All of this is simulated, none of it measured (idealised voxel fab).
The following process module bears the name voxel capacitor over wiring.
Cross-sectional view cut (width: 275 nm; square cell size: 5 nm).
Cross-section = grid of square cells, listed top down in bands; band = one or more rows.
First you get the band's top height and its bottom height, in nm, and then the materials it's made of, left to right, with each width in nm. If you see a single material with "throughout", that one covers the band edge to edge. "empty" is empty space.
Height 0 is the level under which the wafer as received is all one material. The lowest band goes on downwards, as in "from 0 down".
The expression "30 to 40" gives the width at the extremes of the band, the first number at its top row of cells and the second at its bottom row, with the width changing by equal amounts from each row to the next in between.
A step reported as "no change" is a step in which no cell of the cross-section changed.
"Fully closed voids" enumerates empty spaces isolated from the top, with no open way to it, that contain at least 8 cells, giving each as width x height at distance from the left edge, all three in nm.
Formally, on a step line, whatever follows the settings is a remark that the simulator itself makes on the step.
What "overlay nm" on a step's line means: if the step has a mask, that mask lay this far to the right of its planned place, or, when the value is negative, to the left.
## Set out below are the planned steps of the process
- 1: op RECEIVE | material Si
- 2: op CONFORMAL_DEP | material SiO2 | thk nm 10
- 3: op DIRECTIONAL_DEP | material TiN | thk nm 5
- 4: op DIRECTIONAL_DEP | material Ru | thk nm 20
- 5: op PATTERN | tone cover | mask id METAL_1 | material resist | width nm 20 | pitch nm 75 | thk nm 20 | overlay nm 0
- 6: op DIRECTIONAL_ETCH | etch materials Ru | depth nm 20
- 7: op DIRECTIONAL_ETCH | etch materials TiN | depth nm 5
- 8: op STRIP | etch materials resist
- 9: op CONFORMAL_DEP | material SiN | thk nm 5
- 10: op FILL_DEP | material SiO2 | thk nm 5
- 11: op CMP | height nm 35
- 12: op CONFORMAL_DEP | material SiCN | thk nm 5
- 13: op DIRECTIONAL_DEP | material SiO2 | thk nm 15
- 14: op DIRECTIONAL_DEP | material aC | thk nm 15
- 15: op PATTERN | tone open | mask id PLUG_1 | material resist | width nm 15 | thk nm 30 | overlay nm 0
- 16: op DIRECTIONAL_ETCH | etch materials aC | depth nm 15
- 17: op STRIP | etch materials resist
- 18: op DIRECTIONAL_ETCH | etch materials SiO2 | depth nm 15
- 19: op DIRECTIONAL_ETCH | etch materials SiCN | depth nm 5
- 20: op STRIP | etch materials aC
- 21: op CONFORMAL_DEP | material TiN | thk nm 5
- 22: op FILL_DEP | material Ru | thk nm 5
- 23: op CMP | height nm 55
- 24: op DIRECTIONAL_DEP | material TiN | thk nm 5
- 25: op DIRECTIONAL_DEP | material Al2O3 | thk nm 5
- 26: op DIRECTIONAL_DEP | material TiN | thk nm 5
- 27: op MASKED_ETCH | tone cover | mask id UPPER_PLATE | width nm 60 | etch materials TiN | depth nm 5 | overlay nm 0
- 28: op MASKED_ETCH | tone cover | mask id UPPER_PLATE | width nm 60 | etch materials Al2O3 | depth nm 5 | overlay nm 0
- 29: op PATTERN | tone cover | mask id LOWER_PLATE | material resist | width nm 70 | thk nm 15 | overlay nm 0
- 30: op DIRECTIONAL_ETCH | etch materials TiN | depth nm 5
- 31: op STRIP | etch materials resist
- 32: op FILL_DEP | material SiO2 | thk nm 15
- 33: op CMP | height nm 80
- 34: op PATTERN | tone open | mask id PLUG_2 | material resist | width nm 15 | thk nm 20 | overlay nm 0
- 35: op DIRECTIONAL_ETCH | etch materials SiO2 | depth nm 10
- 36: op STRIP | etch materials resist
- 37: op CONFORMAL_DEP | material TiN | thk nm 5
- 38: op FILL_DEP | material Ru | thk nm 5
- 39: op CMP | height nm 80
- 40: op CONFORMAL_DEP | material SiCN | thk nm 5
## Here's what the wafer looked like in cross-section when it arrived - that's after step 1
  from 0 down | Si throughout
  Fully closed voids: none
## As-planned run: cross-section of the first of two wafers at end of module
  from 85 to 80 | SiCN throughout
  from 80 to 75 | SiO2 105 | TiN 5 | Ru 5 | TiN 5 | SiO2 155
  from 75 to 65 | SiO2 105 to 95 | TiN 15 to 60 | SiO2 155 to 120
  from 65 to 60 | SiO2 95 | Al2O3 60 | SiO2 120
  from 60 to 55 | SiO2 90 | TiN 70 | SiO2 115
  from 55 to 40 | SiO2 95 | TiN 5 | Ru 5 | TiN 5 | SiO2 165
  from 40 to 35 | SiCN 95 | TiN 15 | SiCN 165
  from 35 to 15 | SiO2 85 | SiN 5 | Ru 20 | SiN 5 | SiO2 45 | SiN 5 | Ru 20 | SiN 5 | SiO2 85
  from 15 to 10 | SiN 90 | TiN 20 | SiN 55 | TiN 20 | SiN 90
  from 10 to 0 | SiO2 throughout
  from 0 down | Si throughout
  Fully closed voids: none
## Now the second wafer, cross-sectioned at the end of the module. Nothing different at the start, nothing different in the plan compared with the first, just one mistake when it was actually run
  from 85 to 80 | SiCN throughout
  from 80 to 75 | SiO2 105 | TiN 5 | Ru 5 | TiN 5 | SiO2 155
  from 75 to 65 | SiO2 105 to 95 | TiN 15 to 60 | SiO2 155 to 120
  from 65 to 60 | SiO2 95 | Al2O3 60 | SiO2 120
  from 60 to 55 | SiO2 90 | TiN 70 | SiO2 115
  from 55 to 40 | SiO2 95 | TiN 5 | Ru 5 | TiN 5 | SiO2 165
  from 40 to 35 | SiCN 95 | TiN 15 | SiCN 165
  from 35 to 20 | SiO2 85 | SiN 5 | Ru 20 | SiN 5 | SiO2 45 | SiN 5 | Ru 20 | SiN 5 | SiO2 85
  from 20 to 15 | SiN 90 | Ru 20 | SiN 55 | Ru 20 | SiN 90
  from 15 to 5 | SiO2 throughout
  from 5 to 0 | TiN throughout
  from 0 down | Si throughout
  Fully closed voids: none
Against the plan, the run slipped here: ran 2 and 3 in swapped order versus the plan
Final difference in cells, second wafer against first, listed per material as more or fewer: SiN: 4 fewer | SiO2: 43 fewer | TiN: 47 more
